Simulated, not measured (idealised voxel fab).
A process module follows: voxel transistor to metal.
It is cross-section cut that appears here, measuring 160 nm in width, its square cells being 5 nm in size.
A cross-section in this document is a grid of square cells, and it is written down as bands, the top band listed before the ones below it; a band is made up of one or more rows of cells.
A band entry consists of two parts. The first gives the height of the band's top and the height of its bottom, in nm. The rest lists the band's materials from left to right, each with its width in nm. A single material labelled with the word "edge to edge" fills the band from edge to edge, and the word "empty" marks empty space.
All heights in this document are referenced to 0, defined as the level beneath which the wafer, as received, consists entirely of one material. The lowest band is not bounded below; it extends indefinitely downward and is written in the form "0..down".
Note: "30 to 40" means the width goes from the first number (top row of the band) to the second number (bottom row) in equal steps per row of cells.
Step note "stayed the same" = no cross-section cell changed.
In "Enclosed void inventory" the enclosed voids are listed, meaning empty spaces of 8 cells or larger without any opening to the top. The form is width x height at distance, distance from the left edge, units nm.
If you see something after the settings on a step's line, that's the simulator's own remark about that step.
Steps that use a mask can have "overlay nm" on their line. It says how far the mask sat to the right of where it was meant to be. Negative means to the left.

-- The process steps that were planned are listed below
- 1: op RECEIVE | material Si
- 2: op OXIDIZE | depth nm 5
- 3: op CONFORMAL_DEP | material SiN | thk nm 10
- 4: op MASKED_ETCH | tone cover | mask id ACTIVE | width nm 110 | etch materials SiN | depth nm 10 | overlay nm 0
- 5: op MASKED_ETCH | tone cover | mask id ACTIVE | width nm 110 | etch materials SiO2 | depth nm 5 | overlay nm 0
- 6: op MASKED_ETCH | tone cover | mask id ACTIVE | width nm 110 | etch materials Si | depth nm 25 | overlay nm 0
- 7: op FILL_DEP | material SiO2 | thk nm 5
- 8: op CMP | height nm 10
- 9: op SELECTIVE_ETCH | etch materials SiO2 | depth nm 5
- 10: op STRIP | etch materials SiN
- 11: op SELECTIVE_ETCH | etch materials SiO2 | depth nm 5
- 12: op OXIDIZE | depth nm 5
- 13: op DIRECTIONAL_DEP | material polySi | thk nm 20
- 14: op DIRECTIONAL_DEP | material SiCN | thk nm 15
- 15: op PATTERN | tone cover | mask id GATE | material resist | width nm 30 | thk nm 15 | overlay nm 0
- 16: op DIRECTIONAL_ETCH | etch materials SiCN | depth nm 25
- 17: op DIRECTIONAL_ETCH | etch materials polySi | depth nm 30
- 18: op STRIP | etch materials resist
- 19: op CONFORMAL_DEP | material SiO2 | thk nm 5
- 20: op DIRECTIONAL_ETCH | etch materials SiO2 | depth nm 5
- 21: op CONFORMAL_DEP | material SiN | thk nm 10
- 22: op DIRECTIONAL_ETCH | etch materials SiN | depth nm 10
- 23: op DIRECTIONAL_ETCH | etch materials SiO2 | depth nm 5
- 24: op EPI | material nSi | thk nm 5
- 25: op FILL_DEP | material SiO2 | thk nm 5
- 26: op CMP | height nm 15
- 27: op STRIP | etch materials polySi
- 28: op SELECTIVE_ETCH | etch materials SiO2 | depth nm 5
- 29: op CONFORMAL_DEP | material HfO2 | thk nm 5
- 30: op CONFORMAL_DEP | material TiN | thk nm 5
- 31: op FILL_DEP | material W | thk nm 5
- 32: op CMP | height nm 10
- 33: op DIRECTIONAL_DEP | material SiO2 | thk nm 10
- 34: op MASKED_ETCH | tone open | mask id CONTACT | width nm 20 | pitch nm 80 | etch materials SiO2 | depth nm 25 | overlay nm 0
- 35: op CONFORMAL_DEP | material TiN | thk nm 5
- 36: op FILL_DEP | material W | thk nm 10
- 37: op CMP | height nm 20
- 38: op DIRECTIONAL_DEP | material TiN | thk nm 5
- 39: op DIRECTIONAL_DEP | material W | thk nm 25
- 40: op MASKED_ETCH | tone cover | mask id METAL_1 | width nm 20 | pitch nm 80 | etch materials W | depth nm 25 | overlay nm 0
- 41: op MASKED_ETCH | tone cover | mask id METAL_1 | width nm 20 | pitch nm 80 | etch materials TiN | depth nm 5 | overlay nm -15
- 42: op CONFORMAL_DEP | material SiCN | thk nm 5
- 43: op FILL_DEP | material lowk | thk nm 10
- 44: op CMP | height nm 50
- 45: op CONFORMAL_DEP | material SiCN | thk nm 5
Among the wafers covered here, the point of difference is the overlay nm at step 41; their starting state is shared, and the plan presents the value of the first wafer.

-- First of several wafers (as received, post step 1), cross-sectional view
- 0..down: Si edge to edge
- Enclosed void inventory: none

-- The cross-section of the first of several wafers is given below for the end of the module, after its final step, step 45
- 55..50: SiCN edge to edge
- 50..30: 25 lowk | 5 SiCN | 20 W | 5 SiCN | 50 lowk | 5 SiCN | 20 W | 5 SiCN | 25 lowk
- 30..25: 10 lowk | 20 SiCN | 20 W | 5 SiCN | 35 lowk | 20 SiCN | 20 W | 5 SiCN | 25 lowk
- 25..20: 15 SiCN | 35 TiN | 45 SiCN | 35 TiN | 30 SiCN
- 20..10: 30 SiO2 | 5 TiN | 10 W | 5 TiN | 60 SiO2 | 5 TiN | 10 W | 5 TiN | 30 SiO2
- 10..0: 30 SiO2 | 5 to 10 TiN | 10 to 5 W | 5 TiN | 10 SiN | 5 HfO2 | 5 TiN | 20 W | 5 TiN | 5 HfO2 | 10 SiN | 5 TiN | 10 to 5 W | 5 to 10 TiN | 30 SiO2
- 0..-5: 25 SiO2 | 10 SiN | 15 TiN | 10 SiN | 5 HfO2 | 30 TiN | 5 HfO2 | 10 SiN | 15 TiN | 10 SiN | 25 SiO2
- -5..-10: 35 SiO2 | 15 nSi | 10 SiO2 | 40 HfO2 | 10 SiO2 | 15 nSi | 35 SiO2
- -10..-30: 25 SiO2 | 110 Si | 25 SiO2
- -30..down: Si edge to edge
- Enclosed void inventory: none

-- Cross-sectional view of the final wafer of several at the module's end
- 55..50: SiCN edge to edge
- 50..30: 25 lowk | 5 SiCN | 20 W | 5 SiCN | 50 lowk | 5 SiCN | 20 W | 5 SiCN | 25 lowk
- 30..25: 25 lowk | 5 SiCN | 20 W | 20 SiCN | 35 lowk | 5 SiCN | 20 W | 20 SiCN | 10 lowk
- 25..20: 30 SiCN | 35 TiN | 45 SiCN | 35 TiN | 15 SiCN
- 20..10: 30 SiO2 | 5 TiN | 10 W | 5 TiN | 60 SiO2 | 5 TiN | 10 W | 5 TiN | 30 SiO2
- 10..0: 30 SiO2 | 5 to 10 TiN | 10 to 5 W | 5 TiN | 10 SiN | 5 HfO2 | 5 TiN | 20 W | 5 TiN | 5 HfO2 | 10 SiN | 5 TiN | 10 to 5 W | 5 to 10 TiN | 30 SiO2
- 0..-5: 25 SiO2 | 10 SiN | 15 TiN | 10 SiN | 5 HfO2 | 30 TiN | 5 HfO2 | 10 SiN | 15 TiN | 10 SiN | 25 SiO2
- -5..-10: 35 SiO2 | 15 nSi | 10 SiO2 | 40 HfO2 | 10 SiO2 | 15 nSi | 35 SiO2
- -10..-30: 25 SiO2 | 110 Si | 25 SiO2
- -30..down: Si edge to edge
- Enclosed void inventory: none

-- Each row below is a wafer at the end of the module, listing for every material the number of cells it has gained (+) or lost (-) since it was received, followed by its closed voids
overlay nm -15, +14 HfO2, -104 Si, +76 SiCN, +16 SiN, +140 SiO2, +48 TiN, +62 W, +94 lowk, +6 nSi, Enclosed void inventory: none
overlay nm -10, +14 HfO2, -104 Si, +76 SiCN, +16 SiN, +140 SiO2, +46 TiN, +62 W, +96 lowk, +6 nSi, Enclosed void inventory: none
overlay nm -5, +14 HfO2, -104 Si, +76 SiCN, +16 SiN, +140 SiO2, +44 TiN, +62 W, +98 lowk, +6 nSi, Enclosed void inventory: none
overlay nm 0, +14 HfO2, -104 Si, +76 SiCN, +16 SiN, +140 SiO2, +42 TiN, +62 W, +100 lowk, +6 nSi, Enclosed void inventory: none
overlay nm 5, +14 HfO2, -104 Si, +76 SiCN, +16 SiN, +140 SiO2, +44 TiN, +62 W, +98 lowk, +6 nSi, Enclosed void inventory: none
overlay nm 10, +14 HfO2, -104 Si, +76 SiCN, +16 SiN, +140 SiO2, +46 TiN, +62 W, +96 lowk, +6 nSi, Enclosed void inventory: none
overlay nm 15, +14 HfO2, -104 Si, +76 SiCN, +16 SiN, +140 SiO2, +48 TiN, +62 W, +94 lowk, +6 nSi, Enclosed void inventory: none
